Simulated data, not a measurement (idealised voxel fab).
This section sets out a process module, namely voxel self aligned contacts.
Section cut is 240 nm wide and gridded with 5 nm square cells.
In this document a cross-section is written as a grid of square cells. It is given as a series of bands, listed from the top down, and a band is one or more rows of cells. Within each band entry, the heights of the top and of the bottom of the band appear first, in that order and in nm; the materials of the band then follow from left to right, each with its corresponding width in nm. The designation "everywhere" on a single material indicates that it fills the band from edge to edge; the designation "empty" indicates empty space. Convention: height 0 is the level below which the wafer, as received, is all one material. The lowest band does not terminate at the bottom but continues downward, represented as "0 and below". Per-row width for "30->40": begins at first number (top row of band), ends at second number (bottom row), increment between rows held constant. Given "no change" for a step, no cell of the cross-section differs between before and after that step. If an empty space has no open way to the top and is at least 8 cells in size, "Internal closed voids" lists it, written width x height at distance, where distance is measured from the left edge and every value is in nm. On each step's line, the part that comes after the settings is the simulator's own comment on the step. A step's line can hold "overlay nm"; with a mask on that step, the setting says how far right of the planned place the mask lay, while a negative setting says it lay to the left.
These are the steps we planned for the process
1,op RECEIVE | material Si
2,op OXIDIZE | depth nm 5
3,op DIRECTIONAL_DEP | material polySi | thk nm 20
4,op DIRECTIONAL_DEP | material SiN | thk nm 15
5,op PATTERN | tone cover | mask id GATE | material resist | width nm 30 | pitch nm 60 | thk nm 20 | overlay nm 0
6,op DIRECTIONAL_ETCH | etch materials SiN | depth nm 15
7,op DIRECTIONAL_ETCH | etch materials polySi | depth nm 20
8,op STRIP | etch materials resist
9,op CONFORMAL_DEP | material SiN | thk nm 5
10,op DIRECTIONAL_ETCH | etch materials SiN | depth nm 5
11,op FILL_DEP | material SiO2 | thk nm 15
12,op CMP | height nm 40
13,op PATTERN | tone open | mask id CONTACT | material resist | width nm 30 | thk nm 15 | overlay nm 0
14,op DIRECTIONAL_ETCH | etch materials SiO2 | depth nm 45
15,op STRIP | etch materials resist
16,op CONFORMAL_DEP | material TiN | thk nm 5
17,op FILL_DEP | material Ru | thk nm 5
18,op CMP | height nm 40
19,op CONFORMAL_DEP | material SiCN | thk nm 5
Keep in mind the plan's value for the width nm of step 13 comes from the first wafer; the wafers don't share that setting, but they do share the same starting point.
First of several wafers (as received, post step 1), cross-sectional view
- 0 and below | Si everywhere
- Internal closed voids: none
Once step 19, the last step, is complete, the module is at its end; this is the cross-section of the first of several wafers
- 45 down to 40 | SiCN everywhere
- 40 down to 35 | 105 nm SiO2; 10 nm TiN; 10 nm Ru; 10 nm TiN; 105 nm SiO2
- 35 down to 20 | 70 nm SiO2; 40 nm SiN; 5 nm TiN; 10 nm Ru; 5 nm TiN; 40 nm SiN; 70 nm SiO2
- 20 down to 0 | 70 nm SiO2; 5 nm SiN; 30 nm polySi; 5 nm SiN; 5 nm TiN; 10 nm Ru; 5 nm TiN; 5 nm SiN; 30 nm polySi; 5 nm SiN; 70 nm SiO2
- 0 down to -5 | 110 nm SiO2; 20 nm TiN; 110 nm SiO2
- -5 and below | Si everywhere
- Internal closed voids: none
Cross-section, last wafer, module completion
- 45 down to 40 | SiCN everywhere
- 40 down to 35 | 95 nm SiO2; 20 nm TiN; 10 nm Ru; 25 nm TiN; 90 nm SiO2
- 35 down to 20 | 70 nm SiO2; 40 nm SiN; 5 nm TiN; 10 nm Ru; 5 nm TiN; 40 nm SiN; 70 nm SiO2
- 20 down to 0 | 70 nm SiO2; 5 nm SiN; 30 nm polySi; 5 nm SiN; 5 nm TiN; 10 nm Ru; 5 nm TiN; 5 nm SiN; 30 nm polySi; 5 nm SiN; 70 nm SiO2
- 0 down to -5 | 110 nm SiO2; 20 nm TiN; 110 nm SiO2
- -5 and below | Si everywhere
- Internal closed voids: none
Rows = wafers. At module end, each row lists per material the cells gained (+) or lost (-) since the wafer was received, then the closed voids
width nm 30 | +16 Ru | -48 Si | +48 SiCN | +64 SiN | +282 SiO2 | +22 TiN | +48 polySi | Internal closed voids: none
width nm 35 | +16 Ru | -48 Si | +48 SiCN | +64 SiN | +281 SiO2 | +23 TiN | +48 polySi | Internal closed voids: none
width nm 40 | +16 Ru | -48 Si | +48 SiCN | +64 SiN | +280 SiO2 | +24 TiN | +48 polySi | Internal closed voids: none
width nm 45 | +16 Ru | -48 Si | +48 SiCN | +64 SiN | +279 SiO2 | +25 TiN | +48 polySi | Internal closed voids: none
width nm 50 | +16 Ru | -48 Si | +48 SiCN | +64 SiN | +278 SiO2 | +26 TiN | +48 polySi | Internal closed voids: none
width nm 55 | +16 Ru | -48 Si | +48 SiCN | +64 SiN | +277 SiO2 | +27 TiN | +48 polySi | Internal closed voids: none
